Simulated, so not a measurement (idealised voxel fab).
The process module presented herein is designated voxel ribs on slabs.
cross-section cut | 220 nm wide | cells 5 nm
Cross-section format: a grid of square cells, given as bands from top to bottom; each band is one or more rows of cells.
For a band, the entry starts with two heights in nm, that of the top and then that of the bottom, and carries on with the band's materials in order from left to right, each alongside its width in nm; the word "full width" beside a single material means it fills the band edge to edge, and "empty" means empty space.
Measure heights from 0. That's the level where, below it, the as-received wafer is all one material. The lowest band is bottomless and extends downward; write it as in "0 down".
The two numbers in a width such as "30 to 40" mark its ends across the band: the first belongs to the top row of cells, the second to the bottom row, and from each row to the next the width moves by the same amount.
"remains unaltered", as given for a step, is the statement that not any cell of the cross-section underwent a change during that step.
Look at "Fully closed voids" for the closed voids: empty spaces with no open path to the top, sized 8 cells or up. Each is width x height at distance, distance from the left edge, all nm.
Post-settings text on a step line: simulator's own remark regarding the step.
overlay nm: where the mask lay relative to plan, measured to the right, on steps with a mask; negatives go left.

-- Steps in the process plan
1. RECEIVE (material Si)
2. DIRECTIONAL_DEP (material SiO2; thk nm 20)
3. DIRECTIONAL_DEP (material polySi; thk nm 25)
4. PATTERN (tone cover; mask id RIB; material resist; width nm 25; thk nm 20; overlay nm 0)
5. DIRECTIONAL_ETCH (etch materials polySi; depth nm 5)
6. STRIP (etch materials resist)
7. MASKED_ETCH (tone cover; mask id SLAB; width nm 75; etch materials polySi; depth nm 20; overlay nm 0)
8. FILL_DEP (material SiO2; thk nm 20)
9. CMP (height nm 55)
10. DIRECTIONAL_DEP (material W; thk nm 10)
11. DIRECTIONAL_DEP (material aC; thk nm 10)
12. PATTERN (tone cover; mask id HEATER; material resist; width nm 35; thk nm 30; overlay nm 0)
13. DIRECTIONAL_ETCH (etch materials aC; depth nm 10)
14. STRIP (etch materials resist)
15. DIRECTIONAL_ETCH (etch materials W; depth nm 10)
16. STRIP (etch materials aC)
17. CONFORMAL_DEP (material SiN; thk nm 5)

-- Step 1 complete: cross-section of the wafer as received
  0 down: Si full width
  Fully closed voids: none

-- Cross-sectional view of the first of the two wafers upon completion of the module, processed in accordance with the plan
  70 to 65: empty 85  SiN 45  empty 90
  65 to 60: empty 85  SiN 5  W 35  SiN 5  empty 90
  60 to 55: SiN 90  W 35  SiN 95
  55 to 45: SiO2 full width
  45 to 40: SiO2 95  polySi 25  SiO2 100
  40 to 20: SiO2 70  polySi 75  SiO2 75
  20 to 0: SiO2 full width
  0 down: Si full width
  Fully closed voids: none

-- This is the second of the two wafers, cross-sectioned at the end of the module; it started exactly like the first and was given the same plan, but it was run with one mistake
  70 to 65: empty 85  SiN 45  empty 90
  65 to 60: empty 85  SiN 5  W 35  SiN 5  empty 90
  60 to 55: SiN 90  W 35  SiN 95
  55 to 40: SiO2 full width
  40 to 25: polySi 70  SiO2 75  polySi 75
  25 to 20: polySi 70  SiO2 25  polySi 25  SiO2 25  polySi 75
  20 to 0: SiO2 full width
  0 down: Si full width
  Fully closed voids: none
what went wrong: step 7 did not use the planned setting and instead ran as MASKED_ETCH (tone open; mask id SLAB; width nm 75; etch materials polySi; depth nm 20; overlay nm 0)
End of process, cell counts, second wafer against first, materials with more or fewer: -56 SiO2, +56 polySi
